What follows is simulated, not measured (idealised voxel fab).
process module | voxel transistor to metal
cross-section cut | 150 nm wide | cells 5 nm
A cross-section is a grid of square cells, given in bands from the top down. A band is one or more rows of cells.
Each band's line starts with the height of the band's top and of its bottom, in nm. Then come its materials from left to right, each with its width in nm. One material with "throughout" fills the band from edge to edge. "air" is empty space.
Height 0 is the level under which the wafer as received is all one material. The lowest band goes on downwards, as in "0 down".
A width such as "30 to 40" changes by the same amount from each row of cells to the next, from the band's top row to its bottom row.
"no change" after a step means that no cell of the cross-section changed.
closed voids: empty space of 8 cells or more with no open way to the top, each as width x height at its distance from the left edge, in nm
after a step's settings: what the simulator itself notes on the step
overlay nm, on a step with a mask: how far to the right of its planned place the mask lay; to the left if negative
plan
1 op RECEIVE | material Si
2 op CONFORMAL_DEP | material SiO2 | thk nm 5
3 op CONFORMAL_DEP | material SiN | thk nm 15
4 op DIRECTIONAL_DEP | material aC | thk nm 15
5 op PATTERN | tone cover | mask id ACTIVE | material resist | width nm 100 | thk nm 35 | overlay nm 0
6 op DIRECTIONAL_ETCH | etch materials aC | depth nm 15
7 op STRIP | etch materials resist
8 op DIRECTIONAL_ETCH | etch materials SiN | depth nm 15
9 op DIRECTIONAL_ETCH | etch materials SiO2 | depth nm 5
10 op DIRECTIONAL_ETCH | etch materials Si | depth nm 25
11 op STRIP | etch materials aC
12 op OXIDIZE | depth nm 5
13 op FILL_DEP | material SiO2 | thk nm 10
14 op CMP | height nm 20
15 op SELECTIVE_ETCH | etch materials SiO2 | depth nm 10
16 op STRIP | etch materials SiN
17 op SELECTIVE_ETCH | etch materials SiO2 | depth nm 5
18 op OXIDIZE | depth nm 5
19 op DIRECTIONAL_DEP | material polySi | thk nm 20
20 op DIRECTIONAL_DEP | material SiCN | thk nm 15
21 op PATTERN | tone cover | mask id GATE | material resist | width nm 20 | thk nm 15 | overlay nm 0
22 op DIRECTIONAL_ETCH | etch materials SiCN | depth nm 25
23 op DIRECTIONAL_ETCH | etch materials polySi | depth nm 30
24 op STRIP | etch materials resist
25 op CONFORMAL_DEP | material SiN | thk nm 10
26 op DIRECTIONAL_ETCH | etch materials SiN | depth nm 10
27 op DIRECTIONAL_ETCH | etch materials SiO2 | depth nm 5
28 op DIRECTIONAL_ETCH | etch materials Si | depth nm 15
29 op EPI | material nSi | thk nm 15
30 op FILL_DEP | material SiO2 | thk nm 5
31 op CMP | height nm 35
32 op DIRECTIONAL_DEP | material SiO2 | thk nm 15
33 op MASKED_ETCH | tone open | mask id CONTACT | width nm 30 | pitch nm 60 | etch materials SiO2 | depth nm 55 | overlay nm 0
34 op CONFORMAL_DEP | material TiN | thk nm 5
35 op FILL_DEP | material W | thk nm 10
36 op CMP | height nm 50
37 op CONFORMAL_DEP | material SiN | thk nm 5
38 op DIRECTIONAL_DEP | material SiO2 | thk nm 15
39 op MASKED_ETCH | tone open | mask id METAL_1 | width nm 15 | pitch nm 75 | etch materials SiO2 | depth nm 15 | overlay nm 0
40 op MASKED_ETCH | tone open | mask id METAL_1 | width nm 15 | pitch nm 75 | etch materials SiN | depth nm 5 | overlay nm 0
41 op CONFORMAL_DEP | material TiN | thk nm 5
42 op FILL_DEP | material Cu | thk nm 10
43 op CMP | height nm 70
44 op CONFORMAL_DEP | material SiCN | thk nm 5
45 op DIRECTIONAL_DEP | material SiO2 | thk nm 35
46 op PATTERN | tone open | mask id METAL_2 | material resist | width nm 15 | pitch nm 75 | thk nm 20 | overlay nm 0
47 op DIRECTIONAL_ETCH | etch materials SiO2 | depth nm 20
48 op STRIP | etch materials resist
49 op DIRECTIONAL_DEP | material aC | thk nm 15
50 op PATTERN | tone open | mask id METAL_2_HOLES | material resist | width nm 15 | pitch nm 75 | thk nm 30 | overlay nm 0
51 op DIRECTIONAL_ETCH | etch materials aC | depth nm 15
52 op STRIP | etch materials resist
53 op DIRECTIONAL_ETCH | etch materials SiO2 | depth nm 15
54 op DIRECTIONAL_ETCH | etch materials SiCN | depth nm 5
55 op STRIP | etch materials aC
56 op CONFORMAL_DEP | material TiN | thk nm 5
57 op FILL_DEP | material Cu | thk nm 5
58 op CMP | height nm 110
59 op CONFORMAL_DEP | material SiN | thk nm 5
first wafer, as planned
as received, after step 1
  0 down: Si throughout
  closed voids: none
after step 2
  5 to 0: SiO2 throughout
  below 0: unchanged
after step 3
  20 to 5: SiN throughout
  below 5: unchanged
after step 4
  35 to 20: aC throughout
  below 20: unchanged
after step 5
  70 to 35: air 25 | resist 100 | air 25
  below 35: unchanged
after step 6
  55 to 35: air 25 | resist 100 | air 25
  35 to 20: air 25 | aC 100 | air 25
  below 20: unchanged
after step 7
  35 to 20: air 25 | aC 100 | air 25
  below 20: unchanged
after step 8
  35 to 20: air 25 | aC 100 | air 25
  20 to 5: air 25 | SiN 100 | air 25
  below 5: unchanged
after step 9
  35 to 20: air 25 | aC 100 | air 25
  20 to 5: air 25 | SiN 100 | air 25
  5 to 0: air 25 | SiO2 100 | air 25
  below 0: unchanged
after step 10
  35 to 20: air 25 | aC 100 | air 25
  20 to 5: air 25 | SiN 100 | air 25
  5 to 0: air 25 | SiO2 100 | air 25
  0 to -25: air 25 | Si 100 | air 25
  below -25: unchanged
after step 11
  20 to 5: air 25 | SiN 100 | air 25
  below 5: unchanged
after step 12
  20 to 5: air 25 | SiN 100 | air 25
  5 to 0: air 25 | SiO2 100 | air 25
  0 to -25: air 25 | SiO2 5 | Si 90 | SiO2 5 | air 25
  -25 to -30: SiO2 30 | Si 90 | SiO2 30
  below -30: unchanged
after step 13
  30 to 20: SiO2 throughout
  20 to 5: SiO2 25 | SiN 100 | SiO2 25
  5 to 0: SiO2 throughout
  0 to -30: SiO2 30 | Si 90 | SiO2 30
  below -30: unchanged
after step 14
  20 to 5: SiO2 25 | SiN 100 | SiO2 25
  below 5: unchanged
after step 15
  20 to 10: air 25 | SiN 100 | air 25
  below 10: unchanged
after step 16
  10 to 5: SiO2 25 | air 100 | SiO2 25
  below 5: unchanged
after step 17
  5 to 0: SiO2 20 | air 110 | SiO2 20
  below 0: unchanged
after step 18
  5 to 0: SiO2 20 | air 110 | SiO2 20
  0 to -5: SiO2 throughout
  below -5: unchanged
after step 19
  25 to 20: polySi 20 | air 110 | polySi 20
  20 to 5: polySi throughout
  5 to 0: SiO2 20 | polySi 110 | SiO2 20
  below 0: unchanged
after step 20
  40 to 35: SiCN 20 | air 110 | SiCN 20
  35 to 25: SiCN throughout
  25 to 20: polySi 20 | SiCN 110 | polySi 20
  below 20: unchanged
after step 21
  55 to 40: air 65 | resist 20 | air 65
  40 to 35: SiCN 20 | air 45 | resist 20 | air 45 | SiCN 20
  below 35: unchanged
after step 22
  55 to 35: air 65 | resist 20 | air 65
  35 to 25: air 65 | SiCN 20 | air 65
  25 to 20: polySi 20 | air 45 | SiCN 20 | air 45 | polySi 20
  below 20: unchanged
after step 23
  55 to 35: air 65 | resist 20 | air 65
  35 to 20: air 65 | SiCN 20 | air 65
  20 to 5: air 65 | polySi 20 | air 65
  5 to 0: SiO2 20 | air 45 | polySi 20 | air 45 | SiO2 20
  below 0: unchanged
after step 24
  35 to 20: air 65 | SiCN 20 | air 65
  below 20: unchanged
after step 25
  45 to 35: air 55 | SiN 40 | air 55
  35 to 20: air 55 | SiN 10 | SiCN 20 | SiN 10 | air 55
  20 to 15: air 55 | SiN 10 | polySi 20 | SiN 10 | air 55
  15 to 10: SiN 30 | air 25 | SiN 10 | polySi 20 | SiN 10 | air 25 | SiN 30
  10 to 5: SiN 65 | polySi 20 | SiN 65
  5 to 0: SiO2 20 | SiN 45 | polySi 20 | SiN 45 | SiO2 20
  below 0: unchanged
after step 26
  35 to 20: air 55 | SiN 10 | SiCN 20 | SiN 10 | air 55
  20 to 5: air 55 | SiN 10 | polySi 20 | SiN 10 | air 55
  5 to 0: SiO2 20 | SiN 10 | air 25 | SiN 10 | polySi 20 | SiN 10 | air 25 | SiN 10 | SiO2 20
  below 0: unchanged
after step 27
  35 to 20: air 55 | SiN 10 | SiCN 20 | SiN 10 | air 55
  20 to 5: air 55 | SiN 10 | polySi 20 | SiN 10 | air 55
  5 to 0: air 20 | SiN 10 | air 25 | SiN 10 | polySi 20 | SiN 10 | air 25 | SiN 10 | air 20
  0 to -5: SiO2 30 | air 25 | SiO2 40 | air 25 | SiO2 30
  below -5: unchanged
after step 28
  35 to 20: air 55 | SiN 10 | SiCN 20 | SiN 10 | air 55
  20 to 5: air 55 | SiN 10 | polySi 20 | SiN 10 | air 55
  5 to 0: air 20 | SiN 10 | air 25 | SiN 10 | polySi 20 | SiN 10 | air 25 | SiN 10 | air 20
  0 to -5: SiO2 30 | air 25 | SiO2 40 | air 25 | SiO2 30
  -5 to -20: SiO2 30 | air 25 | Si 40 | air 25 | SiO2 30
  below -20: unchanged
after step 29
  35 to 20: air 55 | SiN 10 | SiCN 20 | SiN 10 | air 55
  20 to 10: air 55 | SiN 10 | polySi 20 | SiN 10 | air 55
  10 to 5: air 40 | nSi 15 | SiN 10 | polySi 20 | SiN 10 | nSi 15 | air 40
  5 to 0: air 20 | SiN 10 | air 10 | nSi 15 | SiN 10 | polySi 20 | SiN 10 | nSi 15 | air 10 | SiN 10 | air 20
  0 to -5: SiO2 30 | air 10 | nSi 15 | SiO2 40 | nSi 15 | air 10 | SiO2 30
  -5 to -20: SiO2 30 | nSi 25 | Si 40 | nSi 25 | SiO2 30
  below -20: unchanged
after step 30
  40 to 35: SiO2 throughout
  35 to 20: SiO2 55 | SiN 10 | SiCN 20 | SiN 10 | SiO2 55
  20 to 10: SiO2 55 | SiN 10 | polySi 20 | SiN 10 | SiO2 55
  10 to 5: SiO2 40 | nSi 15 | SiN 10 | polySi 20 | SiN 10 | nSi 15 | SiO2 40
  5 to 0: SiO2 20 | SiN 10 | SiO2 10 | nSi 15 | SiN 10 | polySi 20 | SiN 10 | nSi 15 | SiO2 10 | SiN 10 | SiO2 20
  0 to -5: SiO2 40 | nSi 15 | SiO2 40 | nSi 15 | SiO2 40
  below -5: unchanged
after step 31
  35 to 20: SiO2 55 | SiN 10 | SiCN 20 | SiN 10 | SiO2 55
  below 20: unchanged
after step 32
  50 to 35: SiO2 throughout
  below 35: unchanged
after step 33
  50 to 35: SiO2 30 | air 30 | SiO2 30 | air 30 | SiO2 30
  35 to 20: SiO2 30 | air 25 | SiN 10 | SiCN 20 | SiN 10 | air 25 | SiO2 30
  20 to 10: SiO2 30 | air 25 | SiN 10 | polySi 20 | SiN 10 | air 25 | SiO2 30
  10 to 5: SiO2 30 | air 10 | nSi 15 | SiN 10 | polySi 20 | SiN 10 | nSi 15 | air 10 | SiO2 30
  5 to 0: SiO2 20 | SiN 10 | air 10 | nSi 15 | SiN 10 | polySi 20 | SiN 10 | nSi 15 | air 10 | SiN 10 | SiO2 20
  0 to -5: SiO2 30 | air 10 | nSi 15 | SiO2 40 | nSi 15 | air 10 | SiO2 30
  below -5: unchanged
after step 34
  55 to 50: TiN 35 | air 20 | TiN 40 | air 20 | TiN 35
  50 to 40: SiO2 30 | TiN 5 | air 20 | TiN 5 | SiO2 30 | TiN 5 | air 20 | TiN 5 | SiO2 30
  40 to 35: SiO2 30 | TiN 5 | air 15 | TiN 10 | SiO2 30 | TiN 10 | air 15 | TiN 5 | SiO2 30
  35 to 20: SiO2 30 | TiN 5 | air 15 | TiN 5 | SiN 10 | SiCN 20 | SiN 10 | TiN 5 | air 15 | TiN 5 | SiO2 30
  20 to 15: SiO2 30 | TiN 5 | air 15 | TiN 5 | SiN 10 | polySi 20 | SiN 10 | TiN 5 | air 15 | TiN 5 | SiO2 30
  15 to 10: SiO2 30 | TiN 25 | SiN 10 | polySi 20 | SiN 10 | TiN 25 | SiO2 30
  10 to 5: SiO2 30 | TiN 10 | nSi 15 | SiN 10 | polySi 20 | SiN 10 | nSi 15 | TiN 10 | SiO2 30
  5 to 0: SiO2 20 | SiN 10 | TiN 10 | nSi 15 | SiN 10 | polySi 20 | SiN 10 | nSi 15 | TiN 10 | SiN 10 | SiO2 20
  0 to -5: SiO2 30 | TiN 10 | nSi 15 | SiO2 40 | nSi 15 | TiN 10 | SiO2 30
  below -5: unchanged
after step 35
  65 to 55: W throughout
  55 to 50: TiN 35 | W 20 | TiN 40 | W 20 | TiN 35
  50 to 40: SiO2 30 | TiN 5 | W 20 | TiN 5 | SiO2 30 | TiN 5 | W 20 | TiN 5 | SiO2 30
  40 to 35: SiO2 30 | TiN 5 | W 15 | TiN 10 | SiO2 30 | TiN 10 | W 15 | TiN 5 | SiO2 30
  35 to 20: SiO2 30 | TiN 5 | W 15 | TiN 5 | SiN 10 | SiCN 20 | SiN 10 | TiN 5 | W 15 | TiN 5 | SiO2 30
  20 to 15: SiO2 30 | TiN 5 | W 15 | TiN 5 | SiN 10 | polySi 20 | SiN 10 | TiN 5 | W 15 | TiN 5 | SiO2 30
  below 15: unchanged
after step 36
  50 to 40: SiO2 30 | TiN 5 | W 20 | TiN 5 | SiO2 30 | TiN 5 | W 20 | TiN 5 | SiO2 30
  below 40: unchanged
after step 37
  55 to 50: SiN throughout
  below 50: unchanged
after step 38
  70 to 55: SiO2 throughout
  below 55: unchanged
after step 39
  70 to 55: SiO2 30 | air 15 | SiO2 60 | air 15 | SiO2 30
  below 55: unchanged
after step 40
  70 to 55: SiO2 30 | air 15 | SiO2 60 | air 15 | SiO2 30
  55 to 50: SiN 30 | air 15 | SiN 60 | air 15 | SiN 30
  below 50: unchanged
after step 41
  75 to 70: TiN 35 | air 5 | TiN 70 | air 5 | TiN 35
  70 to 55: SiO2 30 | TiN 5 | air 5 | TiN 5 | SiO2 60 | TiN 5 | air 5 | TiN 5 | SiO2 30
  55 to 50: SiN 30 | TiN 15 | SiN 60 | TiN 15 | SiN 30
  below 50: unchanged
after step 42
  85 to 75: Cu throughout
  75 to 70: TiN 35 | Cu 5 | TiN 70 | Cu 5 | TiN 35
  70 to 55: SiO2 30 | TiN 5 | Cu 5 | TiN 5 | SiO2 60 | TiN 5 | Cu 5 | TiN 5 | SiO2 30
  below 55: unchanged
after step 43
  70 to 55: SiO2 30 | TiN 5 | Cu 5 | TiN 5 | SiO2 60 | TiN 5 | Cu 5 | TiN 5 | SiO2 30
  below 55: unchanged
after step 44
  75 to 70: SiCN throughout
  below 70: unchanged
after step 45
  110 to 75: SiO2 throughout
  below 75: unchanged
after step 46
  130 to 110: resist 30 | air 15 | resist 60 | air 15 | resist 30
  below 110: unchanged
after step 47
  130 to 110: resist 30 | air 15 | resist 60 | air 15 | resist 30
  110 to 90: SiO2 30 | air 15 | SiO2 60 | air 15 | SiO2 30
  below 90: unchanged
after step 48
  110 to 90: SiO2 30 | air 15 | SiO2 60 | air 15 | SiO2 30
  below 90: unchanged
after step 49
  125 to 110: aC 30 | air 15 | aC 60 | air 15 | aC 30
  110 to 105: SiO2 30 | air 15 | SiO2 60 | air 15 | SiO2 30
  105 to 90: SiO2 30 | aC 15 | SiO2 60 | aC 15 | SiO2 30
  below 90: unchanged
after step 50
  155 to 125: resist 30 | air 15 | resist 60 | air 15 | resist 30
  below 125: unchanged
after step 51
  140 to 125: resist 30 | air 15 | resist 60 | air 15 | resist 30
  125 to 110: aC 30 | air 15 | aC 60 | air 15 | aC 30
  110 to 90: SiO2 30 | air 15 | SiO2 60 | air 15 | SiO2 30
  below 90: unchanged
after step 52
  125 to 110: aC 30 | air 15 | aC 60 | air 15 | aC 30
  below 110: unchanged
after step 53
  125 to 110: aC 30 | air 15 | aC 60 | air 15 | aC 30
  110 to 75: SiO2 30 | air 15 | SiO2 60 | air 15 | SiO2 30
  below 75: unchanged
after step 54
  125 to 110: aC 30 | air 15 | aC 60 | air 15 | aC 30
  110 to 75: SiO2 30 | air 15 | SiO2 60 | air 15 | SiO2 30
  75 to 70: SiCN 30 | air 15 | SiCN 60 | air 15 | SiCN 30
  below 70: unchanged
after step 55
  110 to 75: SiO2 30 | air 15 | SiO2 60 | air 15 | SiO2 30
  below 75: unchanged
after step 56
  115 to 110: TiN 35 | air 5 | TiN 70 | air 5 | TiN 35
  110 to 75: SiO2 30 | TiN 5 | air 5 | TiN 5 | SiO2 60 | TiN 5 | air 5 | TiN 5 | SiO2 30
  75 to 70: SiCN 30 | TiN 15 | SiCN 60 | TiN 15 | SiCN 30
  below 70: unchanged
after step 57
  120 to 115: Cu throughout
  115 to 110: TiN 35 | Cu 5 | TiN 70 | Cu 5 | TiN 35
  110 to 75: SiO2 30 | TiN 5 | Cu 5 | TiN 5 | SiO2 60 | TiN 5 | Cu 5 | TiN 5 | SiO2 30
  below 75: unchanged
after step 58
  110 to 75: SiO2 30 | TiN 5 | Cu 5 | TiN 5 | SiO2 60 | TiN 5 | Cu 5 | TiN 5 | SiO2 30
  below 75: unchanged
after step 59
  115 to 110: SiN throughout
  below 110: unchanged
second wafer: like start, like plan, one mistake. Through step 32 it matches the first wafer
when step 33 should have ended
  50 to 35: SiO2 20 | air 30 | SiO2 30 | air 30 | SiO2 40
  35 to 20: SiO2 20 | air 30 | SiO2 5 | SiN 10 | SiCN 20 | SiN 10 | air 15 | SiO2 40
  20 to 10: SiO2 20 | air 30 | SiO2 5 | SiN 10 | polySi 20 | SiN 10 | air 15 | SiO2 40
  10 to 5: SiO2 20 | air 20 | nSi 15 | SiN 10 | polySi 20 | SiN 10 | nSi 15 | SiO2 40
  5 to 0: SiO2 20 | SiN 10 | air 10 | nSi 15 | SiN 10 | polySi 20 | SiN 10 | nSi 15 | SiO2 10 | SiN 10 | SiO2 20
  0 to -5: SiO2 30 | air 10 | nSi 15 | SiO2 40 | nSi 15 | SiO2 40
  below -5: unchanged
when step 34 should have ended
  55 to 50: TiN 25 | air 20 | TiN 40 | air 20 | TiN 45
  50 to 40: SiO2 20 | TiN 5 | air 20 | TiN 5 | SiO2 30 | TiN 5 | air 20 | TiN 5 | SiO2 40
  40 to 35: SiO2 20 | TiN 5 | air 20 | TiN 5 | SiO2 30 | TiN 20 | air 5 | TiN 5 | SiO2 40
  35 to 20: SiO2 20 | TiN 5 | air 20 | TiN 5 | SiO2 5 | SiN 10 | SiCN 20 | SiN 10 | TiN 5 | air 5 | TiN 5 | SiO2 40
  20 to 15: SiO2 20 | TiN 5 | air 20 | TiN 5 | SiO2 5 | SiN 10 | polySi 20 | SiN 10 | TiN 5 | air 5 | TiN 5 | SiO2 40
  15 to 10: SiO2 20 | TiN 5 | air 10 | TiN 15 | SiO2 5 | SiN 10 | polySi 20 | SiN 10 | TiN 15 | SiO2 40
  10 to 5: SiO2 20 | TiN 20 | nSi 15 | SiN 10 | polySi 20 | SiN 10 | nSi 15 | SiO2 40
  5 to 0: SiO2 20 | SiN 10 | TiN 10 | nSi 15 | SiN 10 | polySi 20 | SiN 10 | nSi 15 | SiO2 10 | SiN 10 | SiO2 20
  0 to -5: SiO2 30 | TiN 10 | nSi 15 | SiO2 40 | nSi 15 | SiO2 40
  below -5: unchanged
when step 35 should have ended
  65 to 55: W throughout
  55 to 50: TiN 25 | W 20 | TiN 40 | W 20 | TiN 45
  50 to 40: SiO2 20 | TiN 5 | W 20 | TiN 5 | SiO2 30 | TiN 5 | W 20 | TiN 5 | SiO2 40
  40 to 35: SiO2 20 | TiN 5 | W 20 | TiN 5 | SiO2 30 | TiN 20 | W 5 | TiN 5 | SiO2 40
  35 to 20: SiO2 20 | TiN 5 | W 20 | TiN 5 | SiO2 5 | SiN 10 | SiCN 20 | SiN 10 | TiN 5 | W 5 | TiN 5 | SiO2 40
  20 to 15: SiO2 20 | TiN 5 | W 20 | TiN 5 | SiO2 5 | SiN 10 | polySi 20 | SiN 10 | TiN 5 | W 5 | TiN 5 | SiO2 40
  15 to 10: SiO2 20 | TiN 5 | W 10 | TiN 15 | SiO2 5 | SiN 10 | polySi 20 | SiN 10 | TiN 15 | SiO2 40
  below 10: unchanged
when step 36 should have ended
  50 to 40: SiO2 20 | TiN 5 | W 20 | TiN 5 | SiO2 30 | TiN 5 | W 20 | TiN 5 | SiO2 40
  below 40: unchanged
when step 37 should have ended
  55 to 50: SiN throughout
  below 50: unchanged
when step 38 should have ended
  70 to 55: SiO2 throughout
  below 55: unchanged
when step 39 should have ended
  70 to 55: SiO2 30 | air 15 | SiO2 60 | air 15 | SiO2 30
  below 55: unchanged
when step 40 should have ended
  70 to 55: SiO2 30 | air 15 | SiO2 60 | air 15 | SiO2 30
  55 to 50: SiN 30 | air 15 | SiN 60 | air 15 | SiN 30
  below 50: unchanged
when step 41 should have ended
  75 to 70: TiN 35 | air 5 | TiN 70 | air 5 | TiN 35
  70 to 55: SiO2 30 | TiN 5 | air 5 | TiN 5 | SiO2 60 | TiN 5 | air 5 | TiN 5 | SiO2 30
  55 to 50: SiN 30 | TiN 15 | SiN 60 | TiN 15 | SiN 30
  below 50: unchanged
when step 42 should have ended
  85 to 75: Cu throughout
  75 to 70: TiN 35 | Cu 5 | TiN 70 | Cu 5 | TiN 35
  70 to 55: SiO2 30 | TiN 5 | Cu 5 | TiN 5 | SiO2 60 | TiN 5 | Cu 5 | TiN 5 | SiO2 30
  below 55: unchanged
when step 43 should have ended
  70 to 55: SiO2 30 | TiN 5 | Cu 5 | TiN 5 | SiO2 60 | TiN 5 | Cu 5 | TiN 5 | SiO2 30
  below 55: unchanged
when step 44 should have ended
  75 to 70: SiCN throughout
  below 70: unchanged
when step 45 should have ended
  110 to 75: SiO2 throughout
  below 75: unchanged
when step 46 should have ended
  130 to 110: resist 30 | air 15 | resist 60 | air 15 | resist 30
  below 110: unchanged
when step 47 should have ended
  130 to 110: resist 30 | air 15 | resist 60 | air 15 | resist 30
  110 to 90: SiO2 30 | air 15 | SiO2 60 | air 15 | SiO2 30
  below 90: unchanged
when step 48 should have ended
  110 to 90: SiO2 30 | air 15 | SiO2 60 | air 15 | SiO2 30
  below 90: unchanged
when step 49 should have ended
  125 to 110: aC 30 | air 15 | aC 60 | air 15 | aC 30
  110 to 105: SiO2 30 | air 15 | SiO2 60 | air 15 | SiO2 30
  105 to 90: SiO2 30 | aC 15 | SiO2 60 | aC 15 | SiO2 30
  below 90: unchanged
when step 50 should have ended
  155 to 125: resist 30 | air 15 | resist 60 | air 15 | resist 30
  below 125: unchanged
when step 51 should have ended
  140 to 125: resist 30 | air 15 | resist 60 | air 15 | resist 30
  125 to 110: aC 30 | air 15 | aC 60 | air 15 | aC 30
  110 to 90: SiO2 30 | air 15 | SiO2 60 | air 15 | SiO2 30
  below 90: unchanged
when step 52 should have ended
  125 to 110: aC 30 | air 15 | aC 60 | air 15 | aC 30
  below 110: unchanged
when step 53 should have ended
  125 to 110: aC 30 | air 15 | aC 60 | air 15 | aC 30
  110 to 75: SiO2 30 | air 15 | SiO2 60 | air 15 | SiO2 30
  below 75: unchanged
when step 54 should have ended
  125 to 110: aC 30 | air 15 | aC 60 | air 15 | aC 30
  110 to 75: SiO2 30 | air 15 | SiO2 60 | air 15 | SiO2 30
  75 to 70: SiCN 30 | air 15 | SiCN 60 | air 15 | SiCN 30
  below 70: unchanged
when step 55 should have ended
  110 to 75: SiO2 30 | air 15 | SiO2 60 | air 15 | SiO2 30
  below 75: unchanged
when step 56 should have ended
  115 to 110: TiN 35 | air 5 | TiN 70 | air 5 | TiN 35
  110 to 75: SiO2 30 | TiN 5 | air 5 | TiN 5 | SiO2 60 | TiN 5 | air 5 | TiN 5 | SiO2 30
  75 to 70: SiCN 30 | TiN 15 | SiCN 60 | TiN 15 | SiCN 30
  below 70: unchanged
when step 57 should have ended
  120 to 115: Cu throughout
  115 to 110: TiN 35 | Cu 5 | TiN 70 | Cu 5 | TiN 35
  110 to 75: SiO2 30 | TiN 5 | Cu 5 | TiN 5 | SiO2 60 | TiN 5 | Cu 5 | TiN 5 | SiO2 30
  below 75: unchanged
when step 58 should have ended
  110 to 75: SiO2 30 | TiN 5 | Cu 5 | TiN 5 | SiO2 60 | TiN 5 | Cu 5 | TiN 5 | SiO2 30
  below 75: unchanged
when step 59 should have ended
  115 to 110: SiN throughout
  below 110: unchanged
what went wrong: step 33 ran as: op MASKED_ETCH | tone open | mask id CONTACT | width nm 30 | pitch nm 60 | etch materials SiO2 | depth nm 55 | overlay nm -10
at the end the second wafer has, in cells: 9 more of SiO2 | 6 fewer of TiN | 3 fewer of W
